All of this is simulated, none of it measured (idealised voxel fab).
Module name: voxel fin reveal (process module)
Displayed cross-section: cut, width of 215 nm, square cells sized 5 nm.
Cross-sections here: square-cell grids, written as top-down lists of bands, a band being one or more rows of cells.
First you get the band's top height and its bottom height, in nm, and then the materials it's made of, left to right, with each width in nm. If you see a single material with "full width", that one covers the band edge to edge. "air" is empty space.
Zero point of the height axis is 0; under it, received wafer = one material. Lowest band: continues down indefinitely, "0 down".
A width given as "30 to 40" starts at the first number in the band's top row and ends at the second number in its bottom row, shifting by an equal amount at every step from row to row.
"everything unchanged" after a step means that no cell of the cross-section changed.
The label "Voids, sealed" introduces a list of the empty spaces, 8 cells or larger, that have no open way up to the top; each entry in it reads width x height at distance, where the distance is taken from the left edge and all three are stated in nm.
It should be noted that, on the line of a given step, the content following the step's settings is a remark produced by the simulator itself with respect to that step.
When a step includes a mask, the "overlay nm" setting on its line states how far to the right of its planned place that mask lay, and negative values state how far to the left.

-- The steps planned for the process are as follows
1: RECEIVE: material Si
2: CONFORMAL_DEP: material SiN, thk nm 5
3: MASKED_ETCH: tone cover, mask id FINS, width nm 15, pitch nm 40, etch materials SiN, depth nm 5, overlay nm 0
4: MASKED_ETCH: tone cover, mask id FINS, width nm 15, pitch nm 40, etch materials Si, depth nm 30, overlay nm 0
5: OXIDIZE: depth nm 5
6: FILL_DEP: material SiO2, thk nm 10
7: CMP: height nm 5
8: SELECTIVE_ETCH: etch materials SiO2, depth nm 25
9: STRIP: etch materials SiN

-- As-received state of the wafer in cross-section, equivalent to post-step 1
> 0 down | Si full width
> Voids, sealed: none

-- Final cross-section, module run with one mistake (start and plan as above)
> 0 to -20 | air 65 | Si 5 | air 35 | Si 5 | air 35 | Si 5 | air 65
> -20 to -25 | SiO2 65 | Si 5 | SiO2 35 | Si 5 | SiO2 35 | Si 5 | SiO2 65
> -25 down | Si full width
> Voids, sealed: none
Here's what went sideways: step 4 ran with different settings than intended, the actual operation and settings being MASKED_ETCH: tone cover, mask id FINS, width nm 15, pitch nm 40, etch materials Si, depth nm 20, overlay nm 0
